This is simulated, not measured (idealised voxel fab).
A process module follows: voxel gate over fins.
Section cut is 170 nm wide and gridded with 5 nm square cells.
In this document a cross-section is written as a grid of square cells. It is given as a series of bands, listed from the top down, and a band is one or more rows of cells. Quick guide to a band line: top height, bottom height (nm) up front; then every material left to right with its width in nm. Only one material and it's marked "all across"? Then it fills the band edge to edge. And "empty" just means empty space. We count height from 0. Below that, the starting wafer is all one material. The lowest band never ends at the bottom but goes on down; see "0 -> down" for how that is written. A width given as "30..40" starts at the first number in the band's top row and ends at the second number in its bottom row, shifting by an equal amount at every step from row to row. You'll sometimes find "no alteration" written for a step, and that's the way of saying that nowhere in the cross-section did a cell change during that step. "Fully sealed cavities" - sealed voids, min. 8 cells, no opening to top; format: width x height at distance (distance from left edge; nm throughout). It should be noted that, on the line of a given step, the content following the step's settings is a remark produced by the simulator itself with respect to that step. overlay nm: right-of-plan distance of the mask on a masked step; negative values mean left-of-plan.
[Process steps - plan]
1. RECEIVE [material Si]
2. CONFORMAL_DEP [material SiN] [thk nm 10]
3. DIRECTIONAL_DEP [material aC] [thk nm 15]
4. PATTERN [tone cover] [mask id FINS] [material resist] [width nm 15] [pitch nm 35] [thk nm 30] [overlay nm 0]
5. DIRECTIONAL_ETCH [etch materials aC] [depth nm 15]
6. STRIP [etch materials resist]
7. DIRECTIONAL_ETCH [etch materials SiN] [depth nm 10]
8. DIRECTIONAL_ETCH [etch materials Si] [depth nm 40]
9. STRIP [etch materials aC]
10. OXIDIZE [depth nm 5]
11. FILL_DEP [material SiO2] [thk nm 15]
12. CMP [height nm 10]
13. SELECTIVE_ETCH [etch materials SiO2] [depth nm 25]
14. STRIP [etch materials SiN]
15. CONFORMAL_DEP [material HfO2] [thk nm 5]
16. CONFORMAL_DEP [material TiN] [thk nm 5]
17. CONFORMAL_DEP [material TiAl] [thk nm 5]
18. CONFORMAL_DEP [material TiN] [thk nm 5]
19. FILL_DEP [material W] [thk nm 15]
20. CMP [height nm 30]
21. CONFORMAL_DEP [material SiCN] [thk nm 5]
[First of two wafers: run as planned]
[as received, after step 1]
  0 -> down = Si all across
  Fully sealed cavities: none
[Once step 2 is through, the wafer looks like this in cross-section]
  10 -> 0 = SiN all across
  No changes below 0.
[Once step 3 is through, the wafer looks like this in cross-section]
  25 -> 10 = aC all across
  No changes below 10.
[Once step 4 is through, the wafer looks like this in cross-section]
  55 -> 25 = empty (25), resist (15), empty (20), resist (15), empty (20), resist (15), empty (20), resist (15), empty (25)
  No changes below 25.
[Once step 5 is through, the wafer looks like this in cross-section]
  40 -> 25 = empty (25), resist (15), empty (20), resist (15), empty (20), resist (15), empty (20), resist (15), empty (25)
  25 -> 10 = empty (25), aC (15), empty (20), aC (15), empty (20), aC (15), empty (20), aC (15), empty (25)
  No changes below 10.
[Once step 6 is through, the wafer looks like this in cross-section]
  25 -> 10 = empty (25), aC (15), empty (20), aC (15), empty (20), aC (15), empty (20), aC (15), empty (25)
  No changes below 10.
[Once step 7 is through, the wafer looks like this in cross-section]
  25 -> 10 = empty (25), aC (15), empty (20), aC (15), empty (20), aC (15), empty (20), aC (15), empty (25)
  10 -> 0 = empty (25), SiN (15), empty (20), SiN (15), empty (20), SiN (15), empty (20), SiN (15), empty (25)
  No changes below 0.
[Once step 8 is through, the wafer looks like this in cross-section]
  25 -> 10 = empty (25), aC (15), empty (20), aC (15), empty (20), aC (15), empty (20), aC (15), empty (25)
  10 -> 0 = empty (25), SiN (15), empty (20), SiN (15), empty (20), SiN (15), empty (20), SiN (15), empty (25)
  0 -> -40 = empty (25), Si (15), empty (20), Si (15), empty (20), Si (15), empty (20), Si (15), empty (25)
  No changes below -40.
[Once step 9 is through, the wafer looks like this in cross-section]
  10 -> 0 = empty (25), SiN (15), empty (20), SiN (15), empty (20), SiN (15), empty (20), SiN (15), empty (25)
  No changes below 0.
[Once step 10 is through, the wafer looks like this in cross-section]
  10 -> 0 = empty (25), SiN (15), empty (20), SiN (15), empty (20), SiN (15), empty (20), SiN (15), empty (25)
  0 -> -40 = empty (25), SiO2 (5), Si (5), SiO2 (5), empty (20), SiO2 (5), Si (5), SiO2 (5), empty (20), SiO2 (5), Si (5), SiO2 (5), empty (20), SiO2 (5), Si (5), SiO2 (5), empty (25)
  -40 -> -45 = SiO2 (30), Si (5), SiO2 (30), Si (5), SiO2 (30), Si (5), SiO2 (30), Si (5), SiO2 (30)
  No changes below -45.
[Once step 11 is through, the wafer looks like this in cross-section]
  25 -> 10 = SiO2 all across
  10 -> 0 = SiO2 (25), SiN (15), SiO2 (20), SiN (15), SiO2 (20), SiN (15), SiO2 (20), SiN (15), SiO2 (25)
  0 -> -45 = SiO2 (30), Si (5), SiO2 (30), Si (5), SiO2 (30), Si (5), SiO2 (30), Si (5), SiO2 (30)
  No changes below -45.
[Once step 12 is through, the wafer looks like this in cross-section]
  10 -> 0 = SiO2 (25), SiN (15), SiO2 (20), SiN (15), SiO2 (20), SiN (15), SiO2 (20), SiN (15), SiO2 (25)
  No changes below 0.
[Once step 13 is through, the wafer looks like this in cross-section]
  10 -> 0 = empty (25), SiN (15), empty (20), SiN (15), empty (20), SiN (15), empty (20), SiN (15), empty (25)
  0 -> -15 = empty (30), Si (5), empty (30), Si (5), empty (30), Si (5), empty (30), Si (5), empty (30)
  No changes below -15.
[Once step 14 is through, the wafer looks like this in cross-section]
  0 -> -15 = empty (30), Si (5), empty (30), Si (5), empty (30), Si (5), empty (30), Si (5), empty (30)
  No changes below -15.
[Once step 15 is through, the wafer looks like this in cross-section]
  5 -> 0 = empty (25), HfO2 (15), empty (20), HfO2 (15), empty (20), HfO2 (15), empty (20), HfO2 (15), empty (25)
  0 -> -10 = empty (25), HfO2 (5), Si (5), HfO2 (5), empty (20), HfO2 (5), Si (5), HfO2 (5), empty (20), HfO2 (5), Si (5), HfO2 (5), empty (20), HfO2 (5), Si (5), HfO2 (5), empty (25)
  -10 -> -15 = HfO2 (30), Si (5), HfO2 (30), Si (5), HfO2 (30), Si (5), HfO2 (30), Si (5), HfO2 (30)
  No changes below -15.
[Once step 16 is through, the wafer looks like this in cross-section]
  10 -> 5 = empty (20), TiN (25), empty (10), TiN (25), empty (10), TiN (25), empty (10), TiN (25), empty (20)
  5 -> 0 = empty (20), TiN (5), HfO2 (15), TiN (5), empty (10), TiN (5), HfO2 (15), TiN (5), empty (10), TiN (5), HfO2 (15), TiN (5), empty (10), TiN (5), HfO2 (15), TiN (5), empty (20)
  0 -> -5 = empty (20), TiN (5), HfO2 (5), Si (5), HfO2 (5), TiN (5), empty (10), TiN (5), HfO2 (5), Si (5), HfO2 (5), TiN (5), empty (10), TiN (5), HfO2 (5), Si (5), HfO2 (5), TiN (5), empty (10), TiN (5), HfO2 (5), Si (5), HfO2 (5), TiN (5), empty (20)
  -5 -> -10 = TiN (25), HfO2 (5), Si (5), HfO2 (5), TiN (20), HfO2 (5), Si (5), HfO2 (5), TiN (20), HfO2 (5), Si (5), HfO2 (5), TiN (20), HfO2 (5), Si (5), HfO2 (5), TiN (25)
  No changes below -10.
[Once step 17 is through, the wafer looks like this in cross-section]
  15 -> 10 = empty (15), TiAl (140), empty (15)
  10 -> 5 = empty (15), TiAl (5), TiN (25), TiAl (10), TiN (25), TiAl (10), TiN (25), TiAl (10), TiN (25), TiAl (5), empty (15)
  5 -> 0 = empty (15), TiAl (5), TiN (5), HfO2 (15), TiN (5), TiAl (10), TiN (5), HfO2 (15), TiN (5), TiAl (10), TiN (5), HfO2 (15), TiN (5), TiAl (10), TiN (5), HfO2 (15), TiN (5), TiAl (5), empty (15)
  0 -> -5 = TiAl (20), TiN (5), HfO2 (5), Si (5), HfO2 (5), TiN (5), TiAl (10), TiN (5), HfO2 (5), Si (5), HfO2 (5), TiN (5), TiAl (10), TiN (5), HfO2 (5), Si (5), HfO2 (5), TiN (5), TiAl (10), TiN (5), HfO2 (5), Si (5), HfO2 (5), TiN (5), TiAl (20)
  No changes below -5.
[Once step 18 is through, the wafer looks like this in cross-section]
  20 -> 15 = empty (10), TiN (150), empty (10)
  15 -> 10 = empty (10), TiN (5), TiAl (140), TiN (5), empty (10)
  10 -> 5 = empty (10), TiN (5), TiAl (5), TiN (25), TiAl (10), TiN (25), TiAl (10), TiN (25), TiAl (10), TiN (25), TiAl (5), TiN (5), empty (10)
  5 -> 0 = TiN (15), TiAl (5), TiN (5), HfO2 (15), TiN (5), TiAl (10), TiN (5), HfO2 (15), TiN (5), TiAl (10), TiN (5), HfO2 (15), TiN (5), TiAl (10), TiN (5), HfO2 (15), TiN (5), TiAl (5), TiN (15)
  No changes below 0.
[Once step 19 is through, the wafer looks like this in cross-section]
  35 -> 20 = W all across
  20 -> 15 = W (10), TiN (150), W (10)
  15 -> 10 = W (10), TiN (5), TiAl (140), TiN (5), W (10)
  10 -> 5 = W (10), TiN (5), TiAl (5), TiN (25), TiAl (10), TiN (25), TiAl (10), TiN (25), TiAl (10), TiN (25), TiAl (5), TiN (5), W (10)
  No changes below 5.
[Once step 20 is through, the wafer looks like this in cross-section]
  30 -> 20 = W all across
  No changes below 20.
[Once step 21 is through, the wafer looks like this in cross-section]
  35 -> 30 = SiCN all across
  No changes below 30.
[Second wafer: same start and same plan as the first, one execution error; identical to the first through step 12]
[X-section, second wafer, when step 13 was due to finish]
  10 -> 0 = empty (25), SiN (15), empty (20), SiN (15), empty (20), SiN (15), empty (20), SiN (15), empty (25)
  0 -> -40 = empty (30), Si (5), empty (30), Si (5), empty (30), Si (5), empty (30), Si (5), empty (30)
  No changes below -40.
[X-section, second wafer, when step 14 was due to finish]
  0 -> -40 = empty (30), Si (5), empty (30), Si (5), empty (30), Si (5), empty (30), Si (5), empty (30)
  No changes below -40.
[X-section, second wafer, when step 15 was due to finish]
  5 -> 0 = empty (25), HfO2 (15), empty (20), HfO2 (15), empty (20), HfO2 (15), empty (20), HfO2 (15), empty (25)
  0 -> -35 = empty (25), HfO2 (5), Si (5), HfO2 (5), empty (20), HfO2 (5), Si (5), HfO2 (5), empty (20), HfO2 (5), Si (5), HfO2 (5), empty (20), HfO2 (5), Si (5), HfO2 (5), empty (25)
  -35 -> -40 = HfO2 (30), Si (5), HfO2 (30), Si (5), HfO2 (30), Si (5), HfO2 (30), Si (5), HfO2 (30)
  No changes below -40.
[X-section, second wafer, when step 16 was due to finish]
  10 -> 5 = empty (20), TiN (25), empty (10), TiN (25), empty (10), TiN (25), empty (10), TiN (25), empty (20)
  5 -> 0 = empty (20), TiN (5), HfO2 (15), TiN (5), empty (10), TiN (5), HfO2 (15), TiN (5), empty (10), TiN (5), HfO2 (15), TiN (5), empty (10), TiN (5), HfO2 (15), TiN (5), empty (20)
  0 -> -30 = empty (20), TiN (5), HfO2 (5), Si (5), HfO2 (5), TiN (5), empty (10), TiN (5), HfO2 (5), Si (5), HfO2 (5), TiN (5), empty (10), TiN (5), HfO2 (5), Si (5), HfO2 (5), TiN (5), empty (10), TiN (5), HfO2 (5), Si (5), HfO2 (5), TiN (5), empty (20)
  -30 -> -35 = TiN (25), HfO2 (5), Si (5), HfO2 (5), TiN (20), HfO2 (5), Si (5), HfO2 (5), TiN (20), HfO2 (5), Si (5), HfO2 (5), TiN (20), HfO2 (5), Si (5), HfO2 (5), TiN (25)
  No changes below -35.
[X-section, second wafer, when step 17 was due to finish]
  15 -> 10 = empty (15), TiAl (140), empty (15)
  10 -> 5 = empty (15), TiAl (5), TiN (25), TiAl (10), TiN (25), TiAl (10), TiN (25), TiAl (10), TiN (25), TiAl (5), empty (15)
  5 -> 0 = empty (15), TiAl (5), TiN (5), HfO2 (15), TiN (5), TiAl (10), TiN (5), HfO2 (15), TiN (5), TiAl (10), TiN (5), HfO2 (15), TiN (5), TiAl (10), TiN (5), HfO2 (15), TiN (5), TiAl (5), empty (15)
  0 -> -25 = empty (15), TiAl (5), TiN (5), HfO2 (5), Si (5), HfO2 (5), TiN (5), TiAl (10), TiN (5), HfO2 (5), Si (5), HfO2 (5), TiN (5), TiAl (10), TiN (5), HfO2 (5), Si (5), HfO2 (5), TiN (5), TiAl (10), TiN (5), HfO2 (5), Si (5), HfO2 (5), TiN (5), TiAl (5), empty (15)
  -25 -> -30 = TiAl (20), TiN (5), HfO2 (5), Si (5), HfO2 (5), TiN (5), TiAl (10), TiN (5), HfO2 (5), Si (5), HfO2 (5), TiN (5), TiAl (10), TiN (5), HfO2 (5), Si (5), HfO2 (5), TiN (5), TiAl (10), TiN (5), HfO2 (5), Si (5), HfO2 (5), TiN (5), TiAl (20)
  No changes below -30.
[X-section, second wafer, when step 18 was due to finish]
  20 -> 15 = empty (10), TiN (150), empty (10)
  15 -> 10 = empty (10), TiN (5), TiAl (140), TiN (5), empty (10)
  10 -> 5 = empty (10), TiN (5), TiAl (5), TiN (25), TiAl (10), TiN (25), TiAl (10), TiN (25), TiAl (10), TiN (25), TiAl (5), TiN (5), empty (10)
  5 -> 0 = empty (10), TiN (5), TiAl (5), TiN (5), HfO2 (15), TiN (5), TiAl (10), TiN (5), HfO2 (15), TiN (5), TiAl (10), TiN (5), HfO2 (15), TiN (5), TiAl (10), TiN (5), HfO2 (15), TiN (5), TiAl (5), TiN (5), empty (10)
  0 -> -20 = empty (10), TiN (5), TiAl (5), TiN (5), HfO2 (5), Si (5), HfO2 (5), TiN (5), TiAl (10), TiN (5), HfO2 (5), Si (5), HfO2 (5), TiN (5), TiAl (10), TiN (5), HfO2 (5), Si (5), HfO2 (5), TiN (5), TiAl (10), TiN (5), HfO2 (5), Si (5), HfO2 (5), TiN (5), TiAl (5), TiN (5), empty (10)
  -20 -> -25 = TiN (15), TiAl (5), TiN (5), HfO2 (5), Si (5), HfO2 (5), TiN (5), TiAl (10), TiN (5), HfO2 (5), Si (5), HfO2 (5), TiN (5), TiAl (10), TiN (5), HfO2 (5), Si (5), HfO2 (5), TiN (5), TiAl (10), TiN (5), HfO2 (5), Si (5), HfO2 (5), TiN (5), TiAl (5), TiN (15)
  No changes below -25.
[X-section, second wafer, when step 19 was due to finish]
  35 -> 20 = W all across
  20 -> 15 = W (10), TiN (150), W (10)
  15 -> 10 = W (10), TiN (5), TiAl (140), TiN (5), W (10)
  10 -> 5 = W (10), TiN (5), TiAl (5), TiN (25), TiAl (10), TiN (25), TiAl (10), TiN (25), TiAl (10), TiN (25), TiAl (5), TiN (5), W (10)
  5 -> 0 = W (10), TiN (5), TiAl (5), TiN (5), HfO2 (15), TiN (5), TiAl (10), TiN (5), HfO2 (15), TiN (5), TiAl (10), TiN (5), HfO2 (15), TiN (5), TiAl (10), TiN (5), HfO2 (15), TiN (5), TiAl (5), TiN (5), W (10)
  0 -> -20 = W (10), TiN (5), TiAl (5), TiN (5), HfO2 (5), Si (5), HfO2 (5), TiN (5), TiAl (10), TiN (5), HfO2 (5), Si (5), HfO2 (5), TiN (5), TiAl (10), TiN (5), HfO2 (5), Si (5), HfO2 (5), TiN (5), TiAl (10), TiN (5), HfO2 (5), Si (5), HfO2 (5), TiN (5), TiAl (5), TiN (5), W (10)
  No changes below -20.
[X-section, second wafer, when step 20 was due to finish]
  30 -> 20 = W all across
  No changes below 20.
[X-section, second wafer, when step 21 was due to finish]
  35 -> 30 = SiCN all across
  No changes below 30.
Nonconformance to the process plan: plan step 13 ran twice
Once processing is complete, comparing cell counts shows that the second wafer has more or fewer of certain materials than the first: 40 more of HfO2, 150 fewer of SiO2, 40 more of TiAl, 50 more of TiN, 20 more of W
